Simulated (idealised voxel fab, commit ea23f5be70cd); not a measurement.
voxel gate over fins: a process module
Each square cell in cross-section cut measures 5 nm, and the section as a whole is 250 nm wide.
Cross-section layout: square cells on a grid; listed as bands, top to bottom; a band spans one or more cell rows. Heights first: top, then bottom, in nm. Then materials, left to right, each with a width in nm. "full width" on a single material: fills the band edge to edge. "blank": empty space. Heights are measured from 0, the level below which the as-received wafer is all one material; the lowest band has no bottom and continues downward, written as in "0 down". Quick explanation for "30->40": the width changes in equal steps down the rows of cells, from the first number in the band's top row to the second number in its bottom row. What does "changes: none" mean for a step? It means no cell of the cross-section changed in that step. The list in "Voids, fully enclosed" covers empty spaces of 8 cells or more that cannot reach the top through any open way, and it gives each as width x height at distance; the distance is from the left edge, and width, height and distance are in nm. On each step's line, the part that comes after the settings is the simulator's own comment on the step. The "overlay nm" setting may appear on a step's line; for a step that uses a mask, it gives how far to the right of its planned position the mask lay, and a negative value indicates the left.
[This section lists the process steps that were planned]
| 1 | RECEIVE,material Si |
| 2 | CONFORMAL_DEP,material SiN,thk nm 10 |
| 3 | DIRECTIONAL_DEP,material aC,thk nm 10 |
| 4 | PATTERN,tone cover,mask id FINS,material resist,width nm 15,pitch nm 50,thk nm 25,overlay nm 0 |
| 5 | DIRECTIONAL_ETCH,etch materials aC,depth nm 10 |
| 6 | STRIP,etch materials resist |
| 7 | DIRECTIONAL_ETCH,etch materials SiN,depth nm 10 |
| 8 | DIRECTIONAL_ETCH,etch materials Si,depth nm 35 |
| 9 | STRIP,etch materials aC |
| 10 | FILL_DEP,material SiO2,thk nm 5 |
| 11 | CMP,height nm 10 |
| 12 | MASKED_ETCH,tone open,mask id RAIL,width nm 15,etch materials SiO2,depth nm 40,overlay nm 0 |
| 13 | CONFORMAL_DEP,material TiN,thk nm 5 |
| 14 | FILL_DEP,material Ru,thk nm 10 |
| 15 | CMP,height nm 10 |
| 16 | SELECTIVE_ETCH,etch materials W Ru TiN,depth nm 35 |
| 17 | FILL_DEP,material SiO2,thk nm 5 |
| 18 | CMP,height nm 10 |
| 19 | SELECTIVE_ETCH,etch materials SiO2,depth nm 25 |
| 20 | STRIP,etch materials SiN |
| 21 | CONFORMAL_DEP,material HfO2,thk nm 5 |
| 22 | CONFORMAL_DEP,material TiN,thk nm 5 |
| 23 | CONFORMAL_DEP,material TiAl,thk nm 5 |
| 24 | CONFORMAL_DEP,material TiN,thk nm 5 |
| 25 | FILL_DEP,material W,thk nm 10 |
| 26 | CMP,height nm 25 |
| 27 | CONFORMAL_DEP,material SiCN,thk nm 5 |
[First of two wafers - as planned]
[Here's what the wafer looked like in cross-section when it arrived - that's after step 1]
> 0 down | Si full width
> Voids, fully enclosed: none
[Wafer section view after processing step 2]
> 10 to 0 | SiN full width
> At heights below 0, the structure remains unaltered.
[Wafer section view after processing step 3]
> 20 to 10 | aC full width
> At heights below 10, the structure remains unaltered.
[Wafer section view after processing step 4]
> 45 to 20 | 90 nm blank, 15 nm resist, 35 nm blank, 15 nm resist, 95 nm blank
> At heights below 20, the structure remains unaltered.
[Wafer section view after processing step 5]
> 35 to 20 | 90 nm blank, 15 nm resist, 35 nm blank, 15 nm resist, 95 nm blank
> 20 to 10 | 90 nm blank, 15 nm aC, 35 nm blank, 15 nm aC, 95 nm blank
> At heights below 10, the structure remains unaltered.
[Wafer section view after processing step 6]
> 20 to 10 | 90 nm blank, 15 nm aC, 35 nm blank, 15 nm aC, 95 nm blank
> At heights below 10, the structure remains unaltered.
[Wafer section view after processing step 7]
> 20 to 10 | 90 nm blank, 15 nm aC, 35 nm blank, 15 nm aC, 95 nm blank
> 10 to 0 | 90 nm blank, 15 nm SiN, 35 nm blank, 15 nm SiN, 95 nm blank
> At heights below 0, the structure remains unaltered.
[Wafer section view after processing step 8]
> 20 to 10 | 90 nm blank, 15 nm aC, 35 nm blank, 15 nm aC, 95 nm blank
> 10 to 0 | 90 nm blank, 15 nm SiN, 35 nm blank, 15 nm SiN, 95 nm blank
> 0 to -35 | 90 nm blank, 15 nm Si, 35 nm blank, 15 nm Si, 95 nm blank
> At heights below -35, the structure remains unaltered.
[Wafer section view after processing step 9]
> 10 to 0 | 90 nm blank, 15 nm SiN, 35 nm blank, 15 nm SiN, 95 nm blank
> At heights below 0, the structure remains unaltered.
[Wafer section view after processing step 10]
> 15 to 10 | SiO2 full width
> 10 to 0 | 90 nm SiO2, 15 nm SiN, 35 nm SiO2, 15 nm SiN, 95 nm SiO2
> 0 to -35 | 90 nm SiO2, 15 nm Si, 35 nm SiO2, 15 nm Si, 95 nm SiO2
> At heights below -35, the structure remains unaltered.
[Wafer section view after processing step 11]
> 10 to 0 | 90 nm SiO2, 15 nm SiN, 35 nm SiO2, 15 nm SiN, 95 nm SiO2
> At heights below 0, the structure remains unaltered.
[Wafer section view after processing step 12]
> 10 to 0 | 90 nm SiO2, 15 nm SiN, 10 nm SiO2, 15 nm blank, 10 nm SiO2, 15 nm SiN, 95 nm SiO2
> 0 to -30 | 90 nm SiO2, 15 nm Si, 10 nm SiO2, 15 nm blank, 10 nm SiO2, 15 nm Si, 95 nm SiO2
> At heights below -30, the structure remains unaltered.
[Wafer section view after processing step 13]
> 15 to 10 | 120 nm TiN, 5 nm blank, 125 nm TiN
> 10 to 0 | 90 nm SiO2, 15 nm SiN, 10 nm SiO2, 5 nm TiN, 5 nm blank, 5 nm TiN, 10 nm SiO2, 15 nm SiN, 95 nm SiO2
> 0 to -25 | 90 nm SiO2, 15 nm Si, 10 nm SiO2, 5 nm TiN, 5 nm blank, 5 nm TiN, 10 nm SiO2, 15 nm Si, 95 nm SiO2
> -25 to -30 | 90 nm SiO2, 15 nm Si, 10 nm SiO2, 15 nm TiN, 10 nm SiO2, 15 nm Si, 95 nm SiO2
> At heights below -30, the structure remains unaltered.
[Wafer section view after processing step 14]
> 25 to 15 | Ru full width
> 15 to 10 | 120 nm TiN, 5 nm Ru, 125 nm TiN
> 10 to 0 | 90 nm SiO2, 15 nm SiN, 10 nm SiO2, 5 nm TiN, 5 nm Ru, 5 nm TiN, 10 nm SiO2, 15 nm SiN, 95 nm SiO2
> 0 to -25 | 90 nm SiO2, 15 nm Si, 10 nm SiO2, 5 nm TiN, 5 nm Ru, 5 nm TiN, 10 nm SiO2, 15 nm Si, 95 nm SiO2
> At heights below -25, the structure remains unaltered.
[Wafer section view after processing step 15]
> 10 to 0 | 90 nm SiO2, 15 nm SiN, 10 nm SiO2, 5 nm TiN, 5 nm Ru, 5 nm TiN, 10 nm SiO2, 15 nm SiN, 95 nm SiO2
> At heights below 0, the structure remains unaltered.
[Wafer section view after processing step 16]
> 10 to 0 | 90 nm SiO2, 15 nm SiN, 10 nm SiO2, 15 nm blank, 10 nm SiO2, 15 nm SiN, 95 nm SiO2
> 0 to -25 | 90 nm SiO2, 15 nm Si, 10 nm SiO2, 15 nm blank, 10 nm SiO2, 15 nm Si, 95 nm SiO2
> At heights below -25, the structure remains unaltered.
[Wafer section view after processing step 17]
> 15 to 10 | SiO2 full width
> 10 to 0 | 90 nm SiO2, 15 nm SiN, 35 nm SiO2, 15 nm SiN, 95 nm SiO2
> 0 to -25 | 90 nm SiO2, 15 nm Si, 35 nm SiO2, 15 nm Si, 95 nm SiO2
> At heights below -25, the structure remains unaltered.
[Wafer section view after processing step 18]
> 10 to 0 | 90 nm SiO2, 15 nm SiN, 35 nm SiO2, 15 nm SiN, 95 nm SiO2
> At heights below 0, the structure remains unaltered.
[Wafer section view after processing step 19]
> 10 to 0 | 90 nm blank, 15 nm SiN, 35 nm blank, 15 nm SiN, 95 nm blank
> 0 to -15 | 90 nm blank, 15 nm Si, 35 nm blank, 15 nm Si, 95 nm blank
> At heights below -15, the structure remains unaltered.
[Wafer section view after processing step 20]
> 0 to -15 | 90 nm blank, 15 nm Si, 35 nm blank, 15 nm Si, 95 nm blank
> At heights below -15, the structure remains unaltered.
[Wafer section view after processing step 21]
> 5 to 0 | 85 nm blank, 25 nm HfO2, 25 nm blank, 25 nm HfO2, 90 nm blank
> 0 to -10 | 85 nm blank, 5 nm HfO2, 15 nm Si, 5 nm HfO2, 25 nm blank, 5 nm HfO2, 15 nm Si, 5 nm HfO2, 90 nm blank
> -10 to -15 | 90 nm HfO2, 15 nm Si, 35 nm HfO2, 15 nm Si, 95 nm HfO2
> At heights below -15, the structure remains unaltered.
[Wafer section view after processing step 22]
> 10 to 5 | 80 nm blank, 35 nm TiN, 15 nm blank, 35 nm TiN, 85 nm blank
> 5 to 0 | 80 nm blank, 5 nm TiN, 25 nm HfO2, 5 nm TiN, 15 nm blank, 5 nm TiN, 25 nm HfO2, 5 nm TiN, 85 nm blank
> 0 to -5 | 80 nm blank, 5 nm TiN, 5 nm HfO2, 15 nm Si, 5 nm HfO2, 5 nm TiN, 15 nm blank, 5 nm TiN, 5 nm HfO2, 15 nm Si, 5 nm HfO2, 5 nm TiN, 85 nm blank
> -5 to -10 | 85 nm TiN, 5 nm HfO2, 15 nm Si, 5 nm HfO2, 25 nm TiN, 5 nm HfO2, 15 nm Si, 5 nm HfO2, 90 nm TiN
> At heights below -10, the structure remains unaltered.
[Wafer section view after processing step 23]
> 15 to 10 | 75 nm blank, 45 nm TiAl, 5 nm blank, 45 nm TiAl, 80 nm blank
> 10 to 5 | 75 nm blank, 5 nm TiAl, 35 nm TiN, 5 nm TiAl, 5 nm blank, 5 nm TiAl, 35 nm TiN, 5 nm TiAl, 80 nm blank
> 5 to 0 | 75 nm blank, 5 nm TiAl, 5 nm TiN, 25 nm HfO2, 5 nm TiN, 5 nm TiAl, 5 nm blank, 5 nm TiAl, 5 nm TiN, 25 nm HfO2, 5 nm TiN, 5 nm TiAl, 80 nm blank
> 0 to -5 | 80 nm TiAl, 5 nm TiN, 5 nm HfO2, 15 nm Si, 5 nm HfO2, 5 nm TiN, 15 nm TiAl, 5 nm TiN, 5 nm HfO2, 15 nm Si, 5 nm HfO2, 5 nm TiN, 85 nm TiAl
> At heights below -5, the structure remains unaltered.
[Wafer section view after processing step 24]
> 20 to 15 | 70 nm blank, 105 nm TiN, 75 nm blank
> 15 to 10 | 70 nm blank, 5 nm TiN, 45 nm TiAl, 5 nm TiN, 45 nm TiAl, 5 nm TiN, 75 nm blank
> 10 to 5 | 70 nm blank, 5 nm TiN, 5 nm TiAl, 35 nm TiN, 5 nm TiAl, 5 nm TiN, 5 nm TiAl, 35 nm TiN, 5 nm TiAl, 5 nm TiN, 75 nm blank
> 5 to 0 | 75 nm TiN, 5 nm TiAl, 5 nm TiN, 25 nm HfO2, 5 nm TiN, 5 nm TiAl, 5 nm TiN, 5 nm TiAl, 5 nm TiN, 25 nm HfO2, 5 nm TiN, 5 nm TiAl, 80 nm TiN
> At heights below 0, the structure remains unaltered.
[Wafer section view after processing step 25]
> 30 to 20 | W full width
> 20 to 15 | 70 nm W, 105 nm TiN, 75 nm W
> 15 to 10 | 70 nm W, 5 nm TiN, 45 nm TiAl, 5 nm TiN, 45 nm TiAl, 5 nm TiN, 75 nm W
> 10 to 5 | 70 nm W, 5 nm TiN, 5 nm TiAl, 35 nm TiN, 5 nm TiAl, 5 nm TiN, 5 nm TiAl, 35 nm TiN, 5 nm TiAl, 5 nm TiN, 75 nm W
> At heights below 5, the structure remains unaltered.
[Wafer section view after processing step 26]
> 25 to 20 | W full width
> At heights below 20, the structure remains unaltered.
[Wafer section view after processing step 27]
> 30 to 25 | SiCN full width
> At heights below 25, the structure remains unaltered.
[The remaining wafer, second of the two, started like the first and was run to the same plan, except that one mistake was made along the way; the two coincide through step 26, inclusive]
[Cross-sectional representation of the second wafer at the time designated in the plan for the completion of step 27]
> 30 to 25 | HfO2 full width
> At heights below 25, the structure remains unaltered.
In executing the process, a mistake was made relative to the plan: it should be noted that step 27 was executed with settings other than those planned, the operation and settings actually applied being CONFORMAL_DEP,material HfO2,thk nm 5
Final tally in cells, some materials are higher or lower on the second wafer than on the first: +50 HfO2, -50 SiCN
